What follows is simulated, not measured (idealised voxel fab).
Herein follows the process module entitled voxel air gaps.
290 nm wide, 5 nm square cells: that's cross-section cut.
Cross-section format: a grid of square cells, given as bands from top to bottom; each band is one or more rows of cells. In this notation a band is specified by the heights of its top and bottom, in that order and in nm, after which its materials appear from left to right, each paired with its width in nm. The word "all across" attached to a single material means that material fills the band from edge to edge; the word "empty" stands for empty space. Measure heights from 0. That's the level where, below it, the as-received wafer is all one material. The lowest band is bottomless and extends downward; write it as in "0 down". Top row gets the first number, bottom row gets the second, and each row in between changes by the same step: that is how a band width like "30 to 40" works. You'll sometimes find "no modification" written for a step, and that's the way of saying that nowhere in the cross-section did a cell change during that step. So "Closed void list" is basically the list of trapped voids: any empty space of 8 cells or more that can't reach the top through an opening. They're written width x height at distance, the distance being from the left edge, and it's all nm. On a step's line, text after the settings is the simulator commenting on that step. overlay nm: on a step with a mask, how far right of its planned place the mask lay; negative means left.
LIST OF PLANNED PROCESS STEPS
1. RECEIVE, material Si
2. CONFORMAL_DEP, material SiO2, thk nm 10
3. CONFORMAL_DEP, material SiCN, thk nm 5
4. DIRECTIONAL_DEP, material lowk, thk nm 40
5. PATTERN, tone open, mask id LINES, material resist, width nm 15, pitch nm 40, thk nm 15, overlay nm 0
6. DIRECTIONAL_ETCH, etch materials lowk, depth nm 40
7. STRIP, etch materials resist
8. CONFORMAL_DEP, material TiN, thk nm 5
9. FILL_DEP, material Ru, thk nm 10
10. CMP, height nm 55
11. EPI, material Ru, thk nm 10
12. SELECTIVE_ETCH, etch materials lowk, depth nm 50
13. CONFORMAL_DEP, material SiCN, thk nm 5
AS-RECEIVED STATE OF THE WAFER IN CROSS-SECTION, EQUIVALENT TO POST-STEP 1
- 0 down | Si all across
- Closed void list: none
THE FOLLOWING CROSS-SECTION DEPICTS THE WAFER UPON CONCLUSION OF THE MODULE. PROCESSING COMMENCED FROM THE STARTING CONDITION ILLUSTRATED ABOVE AND ADHERED TO THE PLAN ILLUSTRATED ABOVE, SAVE FOR ONE MISTAKE IN EXECUTION
- 70 to 65 | empty 80; SiCN 130; empty 80
- 65 to 55 | empty 80; SiCN 5; Ru 120; SiCN 5; empty 80
- 55 to 50 | empty 80; SiCN 15; TiN 5; Ru 10; TiN 5; lowk 20; TiN 5; Ru 10; TiN 5; lowk 20; TiN 5; Ru 10; TiN 5; SiCN 15; empty 80
- 50 to 20 | empty 90; SiCN 5; TiN 5; Ru 10; TiN 5; lowk 20; TiN 5; Ru 10; TiN 5; lowk 20; TiN 5; Ru 10; TiN 5; SiCN 5; empty 90
- 20 to 15 | SiCN 95; TiN 20; lowk 20; TiN 20; lowk 20; TiN 20; SiCN 95
- 15 to 10 | SiCN all across
- 10 to 0 | SiO2 all across
- 0 down | Si all across
- Closed void list: none
Want to know what went wrong? step 5: run off-plan, actual operation and settings PATTERN, tone open, mask id LINES, material resist, width nm 20, pitch nm 40, thk nm 15, overlay nm 0
